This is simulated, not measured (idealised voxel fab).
process module | voxel capacitor over wiring
cross-section cut | 285 nm wide | cells 5 nm
A cross-section is a grid of square cells, given in bands from the top down. A band is one or more rows of cells.
Each band's line starts with the height of the band's top and of its bottom, in nm. Then come its materials from left to right, each with its width in nm. One material with "throughout" fills the band from edge to edge. "air" is empty space.
Height 0 is the level under which the wafer as received is all one material. The lowest band goes on downwards, as in "0 down".
A width such as "30 to 40" changes by the same amount from each row of cells to the next, from the band's top row to its bottom row.
"no change" after a step means that no cell of the cross-section changed.
closed voids: empty space of 8 cells or more with no open way to the top, each as width x height at its distance from the left edge, in nm
after a step's settings: what the simulator itself notes on the step
overlay nm, on a step with a mask: how far to the right of its planned place the mask lay; to the left if negative
plan
1 op RECEIVE | material Si
2 op CONFORMAL_DEP | material SiO2 | thk nm 15
3 op CONFORMAL_DEP | material SiCN | thk nm 5
4 op DIRECTIONAL_DEP | material SiO2 | thk nm 20
5 op DIRECTIONAL_DEP | material aC | thk nm 10
6 op PATTERN | tone open | mask id METAL_1 | material resist | width nm 20 | pitch nm 75 | thk nm 30 | overlay nm 0
7 op DIRECTIONAL_ETCH | etch materials aC | depth nm 10
8 op STRIP | etch materials resist
9 op DIRECTIONAL_ETCH | etch materials SiO2 | depth nm 20
10 op DIRECTIONAL_ETCH | etch materials SiCN | depth nm 5
11 op STRIP | etch materials aC
12 op CONFORMAL_DEP | material TiN | thk nm 5
13 op FILL_DEP | material Cu | thk nm 10
14 op CMP | height nm 40
15 op EPI | material Ru | thk nm 5
16 op FILL_DEP | material SiCN | thk nm 5
17 op DIRECTIONAL_DEP | material lowk | thk nm 10
18 op PATTERN | tone open | mask id PLUG_1 | material resist | width nm 15 | thk nm 15 | overlay nm 0
19 op DIRECTIONAL_ETCH | etch materials lowk | depth nm 10
20 op DIRECTIONAL_ETCH | etch materials SiCN | depth nm 5
21 op STRIP | etch materials resist
22 op CONFORMAL_DEP | material TiN | thk nm 5
23 op FILL_DEP | material W | thk nm 5
24 op CMP | height nm 60
25 op DIRECTIONAL_DEP | material TiN | thk nm 5
26 op DIRECTIONAL_DEP | material HfO2 | thk nm 5
27 op DIRECTIONAL_DEP | material TiN | thk nm 5
28 op PATTERN | tone cover | mask id UPPER_PLATE | material resist | width nm 60 | thk nm 15 | overlay nm 0
29 op DIRECTIONAL_ETCH | etch materials TiN | depth nm 5
30 op DIRECTIONAL_ETCH | etch materials HfO2 | depth nm 5
31 op STRIP | etch materials resist
32 op MASKED_ETCH | tone cover | mask id LOWER_PLATE | width nm 70 | etch materials TiN | depth nm 5 | overlay nm 0
33 op FILL_DEP | material SiO2 | thk nm 20
34 op CMP | height nm 90
35 op DIRECTIONAL_DEP | material aC | thk nm 10
36 op PATTERN | tone open | mask id PLUG_2 | material resist | width nm 15 | thk nm 30 | overlay nm 0
37 op DIRECTIONAL_ETCH | etch materials aC | depth nm 10
38 op STRIP | etch materials resist
39 op DIRECTIONAL_ETCH | etch materials SiO2 | depth nm 15
40 op STRIP | etch materials aC
41 op CONFORMAL_DEP | material TiN | thk nm 5
42 op FILL_DEP | material W | thk nm 5
43 op CMP | height nm 90
44 op CONFORMAL_DEP | material SiN | thk nm 5
first wafer, as planned
as received, after step 1
  0 down: Si throughout
  closed voids: none
after step 2
  15 to 0: SiO2 throughout
  below 0: unchanged
after step 3
  20 to 15: SiCN throughout
  below 15: unchanged
after step 4
  40 to 20: SiO2 throughout
  below 20: unchanged
after step 5
  50 to 40: aC throughout
  below 40: unchanged
after step 6
  80 to 50: resist 95 | air 20 | resist 55 | air 20 | resist 95
  below 50: unchanged
after step 7
  70 to 50: resist 95 | air 20 | resist 55 | air 20 | resist 95
  50 to 40: aC 95 | air 20 | aC 55 | air 20 | aC 95
  below 40: unchanged
after step 8
  50 to 40: aC 95 | air 20 | aC 55 | air 20 | aC 95
  below 40: unchanged
after step 9
  50 to 40: aC 95 | air 20 | aC 55 | air 20 | aC 95
  40 to 20: SiO2 95 | air 20 | SiO2 55 | air 20 | SiO2 95
  below 20: unchanged
after step 10
  50 to 40: aC 95 | air 20 | aC 55 | air 20 | aC 95
  40 to 20: SiO2 95 | air 20 | SiO2 55 | air 20 | SiO2 95
  20 to 15: SiCN 95 | air 20 | SiCN 55 | air 20 | SiCN 95
  below 15: unchanged
after step 11
  40 to 20: SiO2 95 | air 20 | SiO2 55 | air 20 | SiO2 95
  below 20: unchanged
after step 12
  45 to 40: TiN 100 | air 10 | TiN 65 | air 10 | TiN 100
  40 to 20: SiO2 95 | TiN 5 | air 10 | TiN 5 | SiO2 55 | TiN 5 | air 10 | TiN 5 | SiO2 95
  20 to 15: SiCN 95 | TiN 20 | SiCN 55 | TiN 20 | SiCN 95
  below 15: unchanged
after step 13
  55 to 45: Cu throughout
  45 to 40: TiN 100 | Cu 10 | TiN 65 | Cu 10 | TiN 100
  40 to 20: SiO2 95 | TiN 5 | Cu 10 | TiN 5 | SiO2 55 | TiN 5 | Cu 10 | TiN 5 | SiO2 95
  below 20: unchanged
after step 14
  40 to 20: SiO2 95 | TiN 5 | Cu 10 | TiN 5 | SiO2 55 | TiN 5 | Cu 10 | TiN 5 | SiO2 95
  below 20: unchanged
after step 15
  45 to 40: air 90 | Ru 30 | air 45 | Ru 30 | air 90
  below 40: unchanged
after step 16
  50 to 45: SiCN throughout
  45 to 40: SiCN 90 | Ru 30 | SiCN 45 | Ru 30 | SiCN 90
  below 40: unchanged
after step 17
  60 to 50: lowk throughout
  below 50: unchanged
after step 18
  75 to 60: resist 100 | air 15 | resist 170
  below 60: unchanged
after step 19
  75 to 60: resist 100 | air 15 | resist 170
  60 to 50: lowk 100 | air 15 | lowk 170
  below 50: unchanged
after step 20
  75 to 60: resist 100 | air 15 | resist 170
  60 to 50: lowk 100 | air 15 | lowk 170
  50 to 45: SiCN 100 | air 15 | SiCN 170
  below 45: unchanged
after step 21
  60 to 50: lowk 100 | air 15 | lowk 170
  below 50: unchanged
after step 22
  65 to 60: TiN 105 | air 5 | TiN 175
  60 to 50: lowk 100 | TiN 5 | air 5 | TiN 5 | lowk 170
  50 to 45: SiCN 100 | TiN 15 | SiCN 170
  below 45: unchanged
after step 23
  70 to 65: W throughout
  65 to 60: TiN 105 | W 5 | TiN 175
  60 to 50: lowk 100 | TiN 5 | W 5 | TiN 5 | lowk 170
  below 50: unchanged
after step 24
  60 to 50: lowk 100 | TiN 5 | W 5 | TiN 5 | lowk 170
  below 50: unchanged
after step 25
  65 to 60: TiN throughout
  below 60: unchanged
after step 26
  70 to 65: HfO2 throughout
  below 65: unchanged
after step 27
  75 to 70: TiN throughout
  below 70: unchanged
after step 28
  90 to 75: air 100 | resist 60 | air 125
  below 75: unchanged
after step 29
  90 to 75: air 100 | resist 60 | air 125
  75 to 70: air 100 | TiN 60 | air 125
  below 70: unchanged
after step 30
  90 to 75: air 100 | resist 60 | air 125
  75 to 70: air 100 | TiN 60 | air 125
  70 to 65: air 100 | HfO2 60 | air 125
  below 65: unchanged
after step 31
  75 to 70: air 100 | TiN 60 | air 125
  below 70: unchanged
after step 32
  75 to 70: air 100 | TiN 60 | air 125
  70 to 65: air 100 | HfO2 60 | air 125
  65 to 60: air 95 | TiN 70 | air 120
  below 60: unchanged
after step 33
  95 to 75: SiO2 throughout
  75 to 70: SiO2 100 | TiN 60 | SiO2 125
  70 to 65: SiO2 100 | HfO2 60 | SiO2 125
  65 to 60: SiO2 95 | TiN 70 | SiO2 120
  below 60: unchanged
after step 34
  90 to 75: SiO2 throughout
  below 75: unchanged
after step 35
  100 to 90: aC throughout
  below 90: unchanged
after step 36
  130 to 100: resist 110 | air 15 | resist 160
  below 100: unchanged
after step 37
  120 to 100: resist 110 | air 15 | resist 160
  100 to 90: aC 110 | air 15 | aC 160
  below 90: unchanged
after step 38
  100 to 90: aC 110 | air 15 | aC 160
  below 90: unchanged
after step 39
  100 to 90: aC 110 | air 15 | aC 160
  90 to 75: SiO2 110 | air 15 | SiO2 160
  below 75: unchanged
after step 40
  90 to 75: SiO2 110 | air 15 | SiO2 160
  below 75: unchanged
after step 41
  95 to 90: TiN 115 | air 5 | TiN 165
  90 to 80: SiO2 110 | TiN 5 | air 5 | TiN 5 | SiO2 160
  80 to 70: SiO2 110 to 100 | TiN 15 to 60 | SiO2 160 to 125
  below 70: unchanged
after step 42
  100 to 95: W throughout
  95 to 90: TiN 115 | W 5 | TiN 165
  90 to 80: SiO2 110 | TiN 5 | W 5 | TiN 5 | SiO2 160
  below 80: unchanged
after step 43
  90 to 80: SiO2 110 | TiN 5 | W 5 | TiN 5 | SiO2 160
  below 80: unchanged
after step 44
  95 to 90: SiN throughout
  below 90: unchanged
second wafer: like start, like plan, one mistake. Through step 27 it matches the first wafer
when step 28 should have ended
  90 to 75: air 105 | resist 60 | air 120
  below 75: unchanged
when step 29 should have ended
  90 to 75: air 105 | resist 60 | air 120
  75 to 70: air 105 | TiN 60 | air 120
  below 70: unchanged
when step 30 should have ended
  90 to 75: air 105 | resist 60 | air 120
  75 to 70: air 105 | TiN 60 | air 120
  70 to 65: air 105 | HfO2 60 | air 120
  below 65: unchanged
when step 31 should have ended
  75 to 70: air 105 | TiN 60 | air 120
  below 70: unchanged
when step 32 should have ended
  75 to 70: air 105 | TiN 60 | air 120
  70 to 65: air 105 | HfO2 60 | air 120
  65 to 60: air 95 | TiN 70 | air 120
  below 60: unchanged
when step 33 should have ended
  95 to 75: SiO2 throughout
  75 to 70: SiO2 105 | TiN 60 | SiO2 120
  70 to 65: SiO2 105 | HfO2 60 | SiO2 120
  65 to 60: SiO2 95 | TiN 70 | SiO2 120
  below 60: unchanged
when step 34 should have ended
  90 to 75: SiO2 throughout
  below 75: unchanged
when step 35 should have ended
  100 to 90: aC throughout
  below 90: unchanged
when step 36 should have ended
  130 to 100: resist 110 | air 15 | resist 160
  below 100: unchanged
when step 37 should have ended
  120 to 100: resist 110 | air 15 | resist 160
  100 to 90: aC 110 | air 15 | aC 160
  below 90: unchanged
when step 38 should have ended
  100 to 90: aC 110 | air 15 | aC 160
  below 90: unchanged
when step 39 should have ended
  100 to 90: aC 110 | air 15 | aC 160
  90 to 75: SiO2 110 | air 15 | SiO2 160
  below 75: unchanged
when step 40 should have ended
  90 to 75: SiO2 110 | air 15 | SiO2 160
  below 75: unchanged
when step 41 should have ended
  95 to 90: TiN 115 | air 5 | TiN 165
  90 to 80: SiO2 110 | TiN 5 | air 5 | TiN 5 | SiO2 160
  80 to 70: SiO2 110 to 105 | TiN 15 to 60 | SiO2 160 to 120
  below 70: unchanged
when step 42 should have ended
  100 to 95: W throughout
  95 to 90: TiN 115 | W 5 | TiN 165
  90 to 80: SiO2 110 | TiN 5 | W 5 | TiN 5 | SiO2 160
  below 80: unchanged
when step 43 should have ended
  90 to 80: SiO2 110 | TiN 5 | W 5 | TiN 5 | SiO2 160
  below 80: unchanged
when step 44 should have ended
  95 to 90: SiN throughout
  below 90: unchanged
what went wrong: step 28 ran as: op PATTERN | tone cover | mask id UPPER_PLATE | material resist | width nm 60 | thk nm 15 | overlay nm 5
at the end the second wafer has, in cells: as many of each material as the first, in other places
